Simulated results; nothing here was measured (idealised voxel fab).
Name of the process module below: voxel self aligned contacts
FYI the section here is cut, 150 nm wide, cells are 5 nm squares.
Cross-section format: a grid of square cells, given as bands from top to bottom; each band is one or more rows of cells.
Top, bottom (nm), then materials left to right with widths (nm); lone material tagged "everywhere" fills the whole band edge to edge; "empty" = empty space.
Heights from 0 (as-received wafer is one material below). Bottom band endless downward, as "from 0 down".
A two-number width, for instance "30 to 40", indicates that the width is equal to the first number in the top row of the band and to the second number in the bottom row, and that it changes by a constant amount per row of cells.
Any step labelled "nothing altered" changed none of the cells in the cross-section.
Voids not open to the top, 8 cells minimum: see "Non-vented voids". Written width x height at distance; distance is from the left edge; nm.
Step line, after settings: the simulator's comment on this step.
overlay nm: step with mask; distance mask lay right of planned place; negative value = left of planned place.
PROCESS STEPS (PLANNED)
1 RECEIVE, material Si
2 CONFORMAL_DEP, material SiO2, thk nm 5
3 DIRECTIONAL_DEP, material polySi, thk nm 30
4 DIRECTIONAL_DEP, material SiN, thk nm 20
5 MASKED_ETCH, tone cover, mask id GATE, width nm 30, pitch nm 60, etch materials SiN, depth nm 20, overlay nm 0
6 MASKED_ETCH, tone cover, mask id GATE, width nm 30, pitch nm 60, etch materials polySi, depth nm 30, overlay nm 0
7 CONFORMAL_DEP, material SiN, thk nm 5
8 DIRECTIONAL_ETCH, etch materials SiN, depth nm 5
9 FILL_DEP, material SiO2, thk nm 20
10 CMP, height nm 65
11 DIRECTIONAL_DEP, material aC, thk nm 15
12 PATTERN, tone open, mask id CONTACT, material resist, width nm 40, thk nm 30, overlay nm 0
13 DIRECTIONAL_ETCH, etch materials aC, depth nm 15
14 STRIP, etch materials resist
15 DIRECTIONAL_ETCH, etch materials SiO2, depth nm 65
16 STRIP, etch materials aC
17 CONFORMAL_DEP, material TiN, thk nm 5
18 FILL_DEP, material W, thk nm 5
19 CMP, height nm 65
20 CONFORMAL_DEP, material SiN, thk nm 5
SO, THE FIRST OF OUR TWO WAFERS, RUN JUST AS WE PLANNED IT
AS RECEIVED, AFTER STEP 1
from 0 down = Si everywhere
Non-vented voids: none
CROSS-SECTIONAL REPRESENTATION OF THE WAFER AT THE CONCLUSION OF STEP 2
from 5 to 0 = SiO2 everywhere
Nothing below the height 0 has changed.
CROSS-SECTIONAL REPRESENTATION OF THE WAFER AT THE CONCLUSION OF STEP 3
from 35 to 5 = polySi everywhere
Nothing below the height 5 has changed.
CROSS-SECTIONAL REPRESENTATION OF THE WAFER AT THE CONCLUSION OF STEP 4
from 55 to 35 = SiN everywhere
Nothing below the height 35 has changed.
CROSS-SECTIONAL REPRESENTATION OF THE WAFER AT THE CONCLUSION OF STEP 5
from 55 to 35 = empty=30, SiN=30, empty=30, SiN=30, empty=30
Nothing below the height 35 has changed.
CROSS-SECTIONAL REPRESENTATION OF THE WAFER AT THE CONCLUSION OF STEP 6
from 55 to 35 = empty=30, SiN=30, empty=30, SiN=30, empty=30
from 35 to 5 = empty=30, polySi=30, empty=30, polySi=30, empty=30
Nothing below the height 5 has changed.
CROSS-SECTIONAL REPRESENTATION OF THE WAFER AT THE CONCLUSION OF STEP 7
from 60 to 35 = empty=25, SiN=40, empty=20, SiN=40, empty=25
from 35 to 10 = empty=25, SiN=5, polySi=30, SiN=5, empty=20, SiN=5, polySi=30, SiN=5, empty=25
from 10 to 5 = SiN=30, polySi=30, SiN=30, polySi=30, SiN=30
Nothing below the height 5 has changed.
CROSS-SECTIONAL REPRESENTATION OF THE WAFER AT THE CONCLUSION OF STEP 8
from 55 to 35 = empty=25, SiN=40, empty=20, SiN=40, empty=25
from 35 to 5 = empty=25, SiN=5, polySi=30, SiN=5, empty=20, SiN=5, polySi=30, SiN=5, empty=25
Nothing below the height 5 has changed.
CROSS-SECTIONAL REPRESENTATION OF THE WAFER AT THE CONCLUSION OF STEP 9
from 75 to 55 = SiO2 everywhere
from 55 to 35 = SiO2=25, SiN=40, SiO2=20, SiN=40, SiO2=25
from 35 to 5 = SiO2=25, SiN=5, polySi=30, SiN=5, SiO2=20, SiN=5, polySi=30, SiN=5, SiO2=25
Nothing below the height 5 has changed.
CROSS-SECTIONAL REPRESENTATION OF THE WAFER AT THE CONCLUSION OF STEP 10
from 65 to 55 = SiO2 everywhere
Nothing below the height 55 has changed.
CROSS-SECTIONAL REPRESENTATION OF THE WAFER AT THE CONCLUSION OF STEP 11
from 80 to 65 = aC everywhere
Nothing below the height 65 has changed.
CROSS-SECTIONAL REPRESENTATION OF THE WAFER AT THE CONCLUSION OF STEP 12
from 110 to 80 = resist=55, empty=40, resist=55
Nothing below the height 80 has changed.
CROSS-SECTIONAL REPRESENTATION OF THE WAFER AT THE CONCLUSION OF STEP 13
from 95 to 80 = resist=55, empty=40, resist=55
from 80 to 65 = aC=55, empty=40, aC=55
Nothing below the height 65 has changed.
CROSS-SECTIONAL REPRESENTATION OF THE WAFER AT THE CONCLUSION OF STEP 14
from 80 to 65 = aC=55, empty=40, aC=55
Nothing below the height 65 has changed.
CROSS-SECTIONAL REPRESENTATION OF THE WAFER AT THE CONCLUSION OF STEP 15
from 80 to 65 = aC=55, empty=40, aC=55
from 65 to 55 = SiO2=55, empty=40, SiO2=55
from 55 to 35 = SiO2=25, SiN=40, empty=20, SiN=40, SiO2=25
from 35 to 5 = SiO2=25, SiN=5, polySi=30, SiN=5, empty=20, SiN=5, polySi=30, SiN=5, SiO2=25
from 5 to 0 = SiO2=65, empty=20, SiO2=65
Nothing below the height 0 has changed.
CROSS-SECTIONAL REPRESENTATION OF THE WAFER AT THE CONCLUSION OF STEP 16
from 65 to 55 = SiO2=55, empty=40, SiO2=55
Nothing below the height 55 has changed.
CROSS-SECTIONAL REPRESENTATION OF THE WAFER AT THE CONCLUSION OF STEP 17
from 70 to 65 = TiN=60, empty=30, TiN=60
from 65 to 55 = SiO2=55, TiN=5 to 15, empty=30 to 10, TiN=5 to 15, SiO2=55
from 55 to 35 = SiO2=25, SiN=40, TiN=5, empty=10, TiN=5, SiN=40, SiO2=25
from 35 to 5 = SiO2=25, SiN=5, polySi=30, SiN=5, TiN=5, empty=10, TiN=5, SiN=5, polySi=30, SiN=5, SiO2=25
from 5 to 0 = SiO2=65, TiN=20, SiO2=65
Nothing below the height 0 has changed.
CROSS-SECTIONAL REPRESENTATION OF THE WAFER AT THE CONCLUSION OF STEP 18
from 75 to 70 = W everywhere
from 70 to 65 = TiN=60, W=30, TiN=60
from 65 to 55 = SiO2=55, TiN=5 to 15, W=30 to 10, TiN=5 to 15, SiO2=55
from 55 to 35 = SiO2=25, SiN=40, TiN=5, W=10, TiN=5, SiN=40, SiO2=25
from 35 to 5 = SiO2=25, SiN=5, polySi=30, SiN=5, TiN=5, W=10, TiN=5, SiN=5, polySi=30, SiN=5, SiO2=25
Nothing below the height 5 has changed.
CROSS-SECTIONAL REPRESENTATION OF THE WAFER AT THE CONCLUSION OF STEP 19
from 65 to 55 = SiO2=55, TiN=5 to 15, W=30 to 10, TiN=5 to 15, SiO2=55
Nothing below the height 55 has changed.
CROSS-SECTIONAL REPRESENTATION OF THE WAFER AT THE CONCLUSION OF STEP 20
from 70 to 65 = SiN everywhere
Nothing below the height 65 has changed.
WAFER TWO OF THE PAIR: SAME ORIGIN, SAME PLAN, ONE ERROR DURING THE RUN; IDENTICAL TO WAFER ONE UP TO AND INCLUDING STEP 4
CROSS-SECTION OF THE SECOND WAFER AT THE TIME STEP 5 OF THE PLAN SHOULD HAVE ENDED
from 55 to 35 = SiN=30, empty=30, SiN=30, empty=30, SiN=30
Nothing below the height 35 has changed.
Cross-section of the second wafer at the time step 6 of the plan should have ended: nothing altered
CROSS-SECTION OF THE SECOND WAFER AT THE TIME STEP 7 OF THE PLAN SHOULD HAVE ENDED
from 60 to 40 = SiN=35, empty=20, SiN=40, empty=20, SiN=35
from 40 to 35 = SiN everywhere
Nothing below the height 35 has changed.
CROSS-SECTION OF THE SECOND WAFER AT THE TIME STEP 8 OF THE PLAN SHOULD HAVE ENDED
from 55 to 35 = SiN=35, empty=20, SiN=40, empty=20, SiN=35
Nothing below the height 35 has changed.
CROSS-SECTION OF THE SECOND WAFER AT THE TIME STEP 9 OF THE PLAN SHOULD HAVE ENDED
from 75 to 55 = SiO2 everywhere
from 55 to 35 = SiN=35, SiO2=20, SiN=40, SiO2=20, SiN=35
Nothing below the height 35 has changed.
CROSS-SECTION OF THE SECOND WAFER AT THE TIME STEP 10 OF THE PLAN SHOULD HAVE ENDED
from 65 to 55 = SiO2 everywhere
Nothing below the height 55 has changed.
CROSS-SECTION OF THE SECOND WAFER AT THE TIME STEP 11 OF THE PLAN SHOULD HAVE ENDED
from 80 to 65 = aC everywhere
Nothing below the height 65 has changed.
CROSS-SECTION OF THE SECOND WAFER AT THE TIME STEP 12 OF THE PLAN SHOULD HAVE ENDED
from 110 to 80 = resist=55, empty=40, resist=55
Nothing below the height 80 has changed.
CROSS-SECTION OF THE SECOND WAFER AT THE TIME STEP 13 OF THE PLAN SHOULD HAVE ENDED
from 95 to 80 = resist=55, empty=40, resist=55
from 80 to 65 = aC=55, empty=40, aC=55
Nothing below the height 65 has changed.
CROSS-SECTION OF THE SECOND WAFER AT THE TIME STEP 14 OF THE PLAN SHOULD HAVE ENDED
from 80 to 65 = aC=55, empty=40, aC=55
Nothing below the height 65 has changed.
CROSS-SECTION OF THE SECOND WAFER AT THE TIME STEP 15 OF THE PLAN SHOULD HAVE ENDED
from 80 to 65 = aC=55, empty=40, aC=55
from 65 to 55 = SiO2=55, empty=40, SiO2=55
Nothing below the height 55 has changed.
CROSS-SECTION OF THE SECOND WAFER AT THE TIME STEP 16 OF THE PLAN SHOULD HAVE ENDED
from 65 to 55 = SiO2=55, empty=40, SiO2=55
Nothing below the height 55 has changed.
CROSS-SECTION OF THE SECOND WAFER AT THE TIME STEP 17 OF THE PLAN SHOULD HAVE ENDED
from 70 to 65 = TiN=60, empty=30, TiN=60
from 65 to 60 = SiO2=55, TiN=5, empty=30, TiN=5, SiO2=55
from 60 to 55 = SiO2=55, TiN=40, SiO2=55
Nothing below the height 55 has changed.
CROSS-SECTION OF THE SECOND WAFER AT THE TIME STEP 18 OF THE PLAN SHOULD HAVE ENDED
from 75 to 70 = W everywhere
from 70 to 65 = TiN=60, W=30, TiN=60
from 65 to 60 = SiO2=55, TiN=5, W=30, TiN=5, SiO2=55
Nothing below the height 60 has changed.
CROSS-SECTION OF THE SECOND WAFER AT THE TIME STEP 19 OF THE PLAN SHOULD HAVE ENDED
from 65 to 60 = SiO2=55, TiN=5, W=30, TiN=5, SiO2=55
Nothing below the height 60 has changed.
CROSS-SECTION OF THE SECOND WAFER AT THE TIME STEP 20 OF THE PLAN SHOULD HAVE ENDED
from 70 to 65 = SiN everywhere
Nothing below the height 65 has changed.
Deviation noted in wafer processing: for step 5, the planned setting was not used; the step was instead run as MASKED_ETCH, tone open, mask id GATE, width nm 30, pitch nm 60, etch materials SiN, depth nm 20, overlay nm 0
Bottom line after processing is that, in cells, the second wafer is up or down on some materials versus the first: SiO2: 64 fewer | TiN: 22 fewer | W: 22 fewer | polySi: 108 more
